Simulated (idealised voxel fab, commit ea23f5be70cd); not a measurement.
Herein follows the process module entitled voxel plated lines.
The width of the displayed cross-section, cut, is 270 nm; its cells are square, with a size of 5 nm.
Each cross-section below is a grid of square cells, stated as bands in top-down order, with one or more rows of cells making up each band.
The band entry comprises the height of the band's top followed by the height of its bottom, expressed in nm, and subsequently the band's materials from left to right, each stated together with its width in nm. Where a single material is marked with the word "throughout", that material fills the band from edge to edge. The word "blank" represents empty space.
Beneath 0, the wafer as received is one material, and that level is where height counting begins. The lowest band goes on downward without a bottom; it is written like "0 and below".
Width "30 to 40": first value at the band's top row of cells, second value at its bottom row, equal change from row to row.
Where the words "no modification" appear for a step, the cross-section shows no cell changed by that step; every cell remained as before.
This entry, "Trapped voids", enumerates those empty regions of no fewer than 8 cells that possess no open connection to the top. Each region is reported in the form width x height at distance, the distance being taken from the left edge, with all three quantities expressed in nm.
Step line, after settings: the simulator's comment on this step.
overlay nm: right-of-plan distance of the mask on a masked step; negative values mean left-of-plan.
-- Intended process steps
1,RECEIVE (material Si)
2,CONFORMAL_DEP (material SiO2; thk nm 15)
3,DIRECTIONAL_DEP (material TiN; thk nm 5)
4,PATTERN (tone open; mask id LINES; material resist; width nm 15; pitch nm 40; thk nm 25; overlay nm -15)
5,EPI (material Ru; thk nm 5)
6,EPI (material Ru; thk nm 10)
7,STRIP (etch materials resist)
8,DIRECTIONAL_ETCH (etch materials TiN; depth nm 5)
9,CONFORMAL_DEP (material SiCN; thk nm 5)
Don't read the plan's overlay nm for step 4 as applying to every wafer: that's the first wafer's value, and the wafers differ in it, though they all start identical.
-- The as-received cross-section of the first of several wafers corresponds to the state after step 1
    0 and below  Si throughout
    Trapped voids: none
-- Row per wafer, end-of-module: cell gain (+)/loss (-) by material since the wafer came in, then closed voids
overlay nm -15 | +36 Ru | +86 SiCN | +162 SiO2 | +12 TiN | Trapped voids: none
overlay nm -10 | +36 Ru | +86 SiCN | +162 SiO2 | +12 TiN | Trapped voids: none
overlay nm -5 | +36 Ru | +86 SiCN | +162 SiO2 | +12 TiN | Trapped voids: none
overlay nm 0 | +36 Ru | +86 SiCN | +162 SiO2 | +12 TiN | Trapped voids: none
overlay nm 5 | +36 Ru | +86 SiCN | +162 SiO2 | +12 TiN | Trapped voids: none
overlay nm 10 | +36 Ru | +86 SiCN | +162 SiO2 | +12 TiN | Trapped voids: none
overlay nm 15 | +36 Ru | +86 SiCN | +162 SiO2 | +12 TiN | Trapped voids: none
